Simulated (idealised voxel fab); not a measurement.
This is a process module. Its name is voxel ribs on slabs.
Xsec cut, 155 nm wide, square cell size 5 nm.
If you're reading a cross-section in this doc, picture square cells in a grid; it comes to you as bands, top ones listed first down to the bottom, and a band can be one or more rows of cells.
Band: top and bottom heights (nm) first, top before bottom; then materials from left to right, widths in nm. "everywhere" marks a sole material filling the band edge to edge. "empty" denotes empty space.
A quick word on heights: they are counted from 0, and under that level the wafer as it came to us is one material throughout. The lowest band is different from the rest in having no bottom; it simply continues downward, written as in "z 0 and below".
Top row gets the first number, bottom row gets the second, and each row in between changes by the same step: that is how a band width like "30..40" works.
"left unchanged" after a step means that no cell of the cross-section changed.
"Trapped cavities" lists enclosed empty spaces (at least 8 cells, no open path upward to the top), each as width x height at distance from the left edge, in nm.
Formally, on a step line, whatever follows the settings is a remark that the simulator itself makes on the step.
Regarding "overlay nm": on a step with a mask, it is the distance the mask lay to the right of its planned place; a negative value places it to the left.

THE STEPS PLANNED FOR THE PROCESS ARE AS FOLLOWS
1. RECEIVE [material Si]
2. DIRECTIONAL_DEP [material SiO2] [thk nm 20]
3. DIRECTIONAL_DEP [material polySi] [thk nm 20]
4. PATTERN [tone cover] [mask id RIB] [material resist] [width nm 15] [thk nm 15] [overlay nm 0]
5. DIRECTIONAL_ETCH [etch materials polySi] [depth nm 5]
6. STRIP [etch materials resist]
7. MASKED_ETCH [tone cover] [mask id SLAB] [width nm 75] [etch materials polySi] [depth nm 15] [overlay nm 0]
8. FILL_DEP [material SiO2] [thk nm 30]
9. CMP [height nm 60]
10. DIRECTIONAL_DEP [material W] [thk nm 5]
11. DIRECTIONAL_DEP [material aC] [thk nm 15]
12. PATTERN [tone cover] [mask id HEATER] [material resist] [width nm 25] [thk nm 35] [overlay nm 0]
13. DIRECTIONAL_ETCH [etch materials aC] [depth nm 15]
14. STRIP [etch materials resist]
15. DIRECTIONAL_ETCH [etch materials W] [depth nm 5]
16. STRIP [etch materials aC]
17. CONFORMAL_DEP [material SiN] [thk nm 10]

THE CROSS-SECTION HERE SHOWS THE WAFER AS RECEIVED, I.E. IN ITS STATE AFTER STEP 1
- z 0 and below  Si everywhere
- Trapped cavities: none

THE FIRST OF THE TWO WAFERS AS SEEN IN CROSS-SECTION ONCE THE MODULE WAS FINISHED; PROCESSING FOLLOWED THE PLAN
- z 75 to 70  empty 55 | SiN 45 | empty 55
- z 70 to 65  SiN everywhere
- z 65 to 60  SiN 65 | W 25 | SiN 65
- z 60 to 40  SiO2 everywhere
- z 40 to 35  SiO2 70 | polySi 15 | SiO2 70
- z 35 to 20  SiO2 40 | polySi 75 | SiO2 40
- z 20 to 0  SiO2 everywhere
- z 0 and below  Si everywhere
- Trapped cavities: none

WAFER TWO (OF TWO), END-OF-MODULE CROSS-SECTION: START = WAFER ONE, PLAN = WAFER ONE, ONE RUN MISTAKE
- z 75 to 70  empty 55 | SiN 45 | empty 55
- z 70 to 65  SiN everywhere
- z 65 to 60  SiN 65 | W 25 | SiN 65
- z 60 to 20  SiO2 everywhere
- z 20 to 0  polySi everywhere
- z 0 and below  Si everywhere
- Trapped cavities: none
Heads up, the wafer didn't run the way we planned it: steps 2 and 3 were swapped
Final difference in cells, second wafer against first, listed per material as more or fewer: -76 SiO2 | +76 polySi
